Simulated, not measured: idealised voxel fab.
Name of the process module below: voxel spacer lines
This is section cut - it's 200 nm across, gridded in 5 nm square cells.
Each cross-section below is a grid of square cells, stated as bands in top-down order, with one or more rows of cells making up each band. Band entry format. Leading values: height of top, height of bottom, nm. Remainder: materials in left-to-right order, each with its width in nm. Special words: "all across" on a single material, which then fills the band edge to edge; "air", empty space. Ref level 0: as-received wafer is one material below here. Bottom band extends down with no lower bound ("0 down"). You'd read "30->40" like this: the band's top row of cells is as wide as the first number, its bottom row is as wide as the second, and going down, every row changes width by the same amount as the row before did. It should be understood that the words "no modification", when stated for a given step, signify that the cross-section underwent no change in any of its cells during that step. "Entrapped void list" lists enclosed empty spaces (at least 8 cells, no open path upward to the top), each as width x height at distance from the left edge, in nm. Step line, after settings: the simulator's comment on this step. If you see "overlay nm" on a step's line and that step has a mask, it's telling you how far right of where it was planned the mask ended up; a negative number means it went left instead.

Process steps foreseen in the plan
1. op RECEIVE | material Si
2. op CONFORMAL_DEP | material Al2O3 | thk nm 5
3. op DIRECTIONAL_DEP | material SiN | thk nm 15
4. op DIRECTIONAL_DEP | material polySi | thk nm 30
5. op PATTERN | tone cover | mask id MANDREL | material resist | width nm 25 | pitch nm 70 | thk nm 40 | overlay nm 0
6. op DIRECTIONAL_ETCH | etch materials polySi | depth nm 30
7. op STRIP | etch materials resist
8. op CONFORMAL_DEP | material SiO2 | thk nm 10
9. op DIRECTIONAL_ETCH | etch materials SiO2 | depth nm 10
10. op STRIP | etch materials polySi
11. op DIRECTIONAL_ETCH | etch materials SiN | depth nm 15
12. op STRIP | etch materials SiO2

What follows covers the first of two wafers; it ran as planned

Here's what the wafer looked like in cross-section when it arrived - that's after step 1
    0 down: Si all across
    Entrapped void list: none

Presented here is a cross-section of the wafer after step 2 has been performed
    5 to 0: Al2O3 all across
    All layers under 0 are left as they were.

Presented here is a cross-section of the wafer after step 3 has been performed
    20 to 5: SiN all across
    All layers under 5 are left as they were.

Presented here is a cross-section of the wafer after step 4 has been performed
    50 to 20: polySi all across
    All layers under 20 are left as they were.

Presented here is a cross-section of the wafer after step 5 has been performed
    90 to 50: 15 nm air  25 nm resist  45 nm air  25 nm resist  45 nm air  25 nm resist  20 nm air
    All layers under 50 are left as they were.

Presented here is a cross-section of the wafer after step 6 has been performed
    90 to 50: 15 nm air  25 nm resist  45 nm air  25 nm resist  45 nm air  25 nm resist  20 nm air
    50 to 20: 15 nm air  25 nm polySi  45 nm air  25 nm polySi  45 nm air  25 nm polySi  20 nm air
    All layers under 20 are left as they were.

Presented here is a cross-section of the wafer after step 7 has been performed
    50 to 20: 15 nm air  25 nm polySi  45 nm air  25 nm polySi  45 nm air  25 nm polySi  20 nm air
    All layers under 20 are left as they were.

Presented here is a cross-section of the wafer after step 8 has been performed
    60 to 50: 5 nm air  45 nm SiO2  25 nm air  45 nm SiO2  25 nm air  45 nm SiO2  10 nm air
    50 to 30: 5 nm air  10 nm SiO2  25 nm polySi  10 nm SiO2  25 nm air  10 nm SiO2  25 nm polySi  10 nm SiO2  25 nm air  10 nm SiO2  25 nm polySi  10 nm SiO2  10 nm air
    30 to 20: 15 nm SiO2  25 nm polySi  45 nm SiO2  25 nm polySi  45 nm SiO2  25 nm polySi  20 nm SiO2
    All layers under 20 are left as they were.

Presented here is a cross-section of the wafer after step 9 has been performed
    50 to 20: 5 nm air  10 nm SiO2  25 nm polySi  10 nm SiO2  25 nm air  10 nm SiO2  25 nm polySi  10 nm SiO2  25 nm air  10 nm SiO2  25 nm polySi  10 nm SiO2  10 nm air
    All layers under 20 are left as they were.

Presented here is a cross-section of the wafer after step 10 has been performed
    50 to 20: 5 nm air  10 nm SiO2  25 nm air  10 nm SiO2  25 nm air  10 nm SiO2  25 nm air  10 nm SiO2  25 nm air  10 nm SiO2  25 nm air  10 nm SiO2  10 nm air
    All layers under 20 are left as they were.

Presented here is a cross-section of the wafer after step 11 has been performed
    50 to 20: 5 nm air  10 nm SiO2  25 nm air  10 nm SiO2  25 nm air  10 nm SiO2  25 nm air  10 nm SiO2  25 nm air  10 nm SiO2  25 nm air  10 nm SiO2  10 nm air
    20 to 5: 5 nm air  10 nm SiN  25 nm air  10 nm SiN  25 nm air  10 nm SiN  25 nm air  10 nm SiN  25 nm air  10 nm SiN  25 nm air  10 nm SiN  10 nm air
    All layers under 5 are left as they were.

Presented here is a cross-section of the wafer after step 12 has been performed
    20 to 5: 5 nm air  10 nm SiN  25 nm air  10 nm SiN  25 nm air  10 nm SiN  25 nm air  10 nm SiN  25 nm air  10 nm SiN  25 nm air  10 nm SiN  10 nm air
    All layers under 5 are left as they were.

The Second Wafer: Common Origin and Plan, One Mistake in Execution, Identical to the First Through Step 7

Second wafer profile in section, at the moment step 8 of the plan was meant to be complete
    60 to 50: 5 nm air  45 nm SiN  25 nm air  45 nm SiN  25 nm air  45 nm SiN  10 nm air
    50 to 30: 5 nm air  10 nm SiN  25 nm polySi  10 nm SiN  25 nm air  10 nm SiN  25 nm polySi  10 nm SiN  25 nm air  10 nm SiN  25 nm polySi  10 nm SiN  10 nm air
    30 to 20: 15 nm SiN  25 nm polySi  45 nm SiN  25 nm polySi  45 nm SiN  25 nm polySi  20 nm SiN
    All layers under 20 are left as they were.

Second wafer profile in section, at the moment step 9 of the plan was meant to be complete: no modification

Second wafer profile in section, at the moment step 10 of the plan was meant to be complete: no modification

Second wafer profile in section, at the moment step 11 of the plan was meant to be complete
    50 to 45: 15 nm air  25 nm polySi  45 nm air  25 nm polySi  45 nm air  25 nm polySi  20 nm air
    45 to 20: 5 nm air  10 nm SiN  25 nm polySi  10 nm SiN  25 nm air  10 nm SiN  25 nm polySi  10 nm SiN  25 nm air  10 nm SiN  25 nm polySi  10 nm SiN  10 nm air
    20 to 15: 5 nm air  45 nm SiN  25 nm air  45 nm SiN  25 nm air  45 nm SiN  10 nm air
    All layers under 15 are left as they were.

Second wafer profile in section, at the moment step 12 of the plan was meant to be complete: no modification
Short version of what went wrong: for step 8, the planned setting was not used; the step was instead run as op CONFORMAL_DEP | material SiN | thk nm 10
Materials where the second wafer ends with more or fewer cells than the first: 131 more of SiN, 90 more of polySi
